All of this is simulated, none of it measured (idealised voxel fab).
Title: Process Module voxel spacer lines
Each square cell in cross-section cut measures 5 nm, and the section as a whole is 250 nm wide.
Just so we're on the same page, the cross-sections are grids of square cells, and they're listed out in bands top to bottom, each band one or more rows deep. Top, bottom (nm), then materials left to right with widths (nm); lone material tagged "edge to edge" fills the whole band edge to edge; "blank" = empty space. Height reference: 0 = level under which incoming wafer is all one material. Lowest band: no bottom, runs on downward, e.g. "0 and below". You'd read "30->40" like this: the band's top row of cells is as wide as the first number, its bottom row is as wide as the second, and going down, every row changes width by the same amount as the row before did. No cell of the cross-section changed in a step that is given as "same as before". "Voids, fully enclosed" enumerates empty spaces isolated from the top, with no open way to it, that contain at least 8 cells, giving each as width x height at distance from the left edge, all three in nm. On each step's line, the part that comes after the settings is the simulator's own comment on the step. overlay nm, on a step with a mask: how far to the right of its planned place the mask lay; to the left if negative.

List of planned process steps
1) RECEIVE | material Si
2) CONFORMAL_DEP | material Al2O3 | thk nm 10
3) DIRECTIONAL_DEP | material W | thk nm 10
4) DIRECTIONAL_DEP | material aC | thk nm 25
5) PATTERN | tone cover | mask id MANDREL | material resist | width nm 15 | pitch nm 60 | thk nm 30 | overlay nm 0
6) DIRECTIONAL_ETCH | etch materials aC | depth nm 25
7) STRIP | etch materials resist
8) CONFORMAL_DEP | material SiO2 | thk nm 15
9) DIRECTIONAL_ETCH | etch materials SiO2 | depth nm 15
10) STRIP | etch materials aC
11) DIRECTIONAL_ETCH | etch materials W | depth nm 10
12) STRIP | etch materials SiO2
13) FILL_DEP | material SiO2 | thk nm 10
14) CMP | height nm 20
varied across the wafers: width nm of step 5. The plan shows the first wafer's value. All wafers start alike

Sectional view: first of several wafers, as received, after step 1
* 0 and below | Si edge to edge
* Voids, fully enclosed: none

Quick look at the cross-section of the first of several wafers after step 14, which wraps up the module
* 20 down to 10 | 70 SiO2 / 15 W / 15 SiO2 / 15 W / 15 SiO2 / 15 W / 15 SiO2 / 15 W / 75 SiO2
* 10 down to 0 | Al2O3 edge to edge
* 0 and below | Si edge to edge
* Voids, fully enclosed: none

Cross-section of the final wafer among several, taken at the end of the module
* 20 down to 10 | 65 SiO2 / 15 W / 30 SiO2 / 30 W / 30 SiO2 / 15 W / 65 SiO2
* 10 down to 0 | Al2O3 edge to edge
* 0 and below | Si edge to edge
* Voids, fully enclosed: none

Per-wafer rows below. For each material: cells gained (+) or lost (-) since the wafer was received, as of end of module. Then: closed voids
width nm 15, +100 Al2O3, +76 SiO2, +24 W, Voids, fully enclosed: none
width nm 20, +100 Al2O3, +76 SiO2, +24 W, Voids, fully enclosed: none
width nm 25, +100 Al2O3, +76 SiO2, +24 W, Voids, fully enclosed: none
width nm 30, +100 Al2O3, +76 SiO2, +24 W, Voids, fully enclosed: none
